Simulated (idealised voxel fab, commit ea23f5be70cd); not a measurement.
You're looking at the process module voxel tone inversion.
This is section cut - it's 245 nm across, gridded in 5 nm square cells.
A cross-section in this document is a grid of square cells, and it is written down as bands, the top band listed before the ones below it; a band is made up of one or more rows of cells.
Look at the band entry: it leads with the top's height and the bottom's height in nm. Then it lists the materials left to right, with a width in nm for each. The word "throughout" on a single material says that material fills the band edge to edge. The word "blank" is empty space.
Heights are measured from 0, the level below which the as-received wafer is all one material; the lowest band has no bottom and continues downward, written as in "0 -> down".
A two-number width, for instance "30 to 40", indicates that the width is equal to the first number in the top row of the band and to the second number in the bottom row, and that it changes by a constant amount per row of cells.
Key: "changes: none" - step with no changed cell in the cross-section.
Closed-off voids of 8+ cells (no open route to the top) go in "Enclosed void entries", written width x height at distance from the left edge, in nm.
Step line, after settings: the simulator's comment on this step.
"overlay nm" denotes, for a step that has a mask, the displacement of the mask to the right of its planned place, with negative values corresponding to the left.

## The process steps that were planned are listed below
1,RECEIVE | material Si
2,CONFORMAL_DEP | material SiN | thk nm 10
3,DIRECTIONAL_DEP | material polySi | thk nm 15
4,PATTERN | tone cover | mask id POSTS | material resist | width nm 20 | pitch nm 45 | thk nm 20 | overlay nm 0
5,DIRECTIONAL_ETCH | etch materials polySi | depth nm 15
6,STRIP | etch materials resist
7,FILL_DEP | material SiO2 | thk nm 10
8,CMP | height nm 25
9,STRIP | etch materials polySi
10,CONFORMAL_DEP | material TiN | thk nm 5
11,FILL_DEP | material Cu | thk nm 5
12,CMP | height nm 25
13,CONFORMAL_DEP | material SiCN | thk nm 5

## Received-state cross-section, reflecting completion of step 1
* 0 -> down | Si throughout
* Enclosed void entries: none

## What the wafer looks like in cross-section after this module, when it starts as shown above and follows the plan above but one mistake is made in running it
* 30 -> 25 | SiCN throughout
* 25 -> 15 | SiO2 throughout
* 15 -> 0 | SiO2: 65, polySi: 20, SiO2: 25, polySi: 20, SiO2: 25, polySi: 20, SiO2: 70
* 0 -> down | Si throughout
* Enclosed void entries: none
What was done differently from what was planned? it should be noted that step 2 of the plan was omitted and was not performed
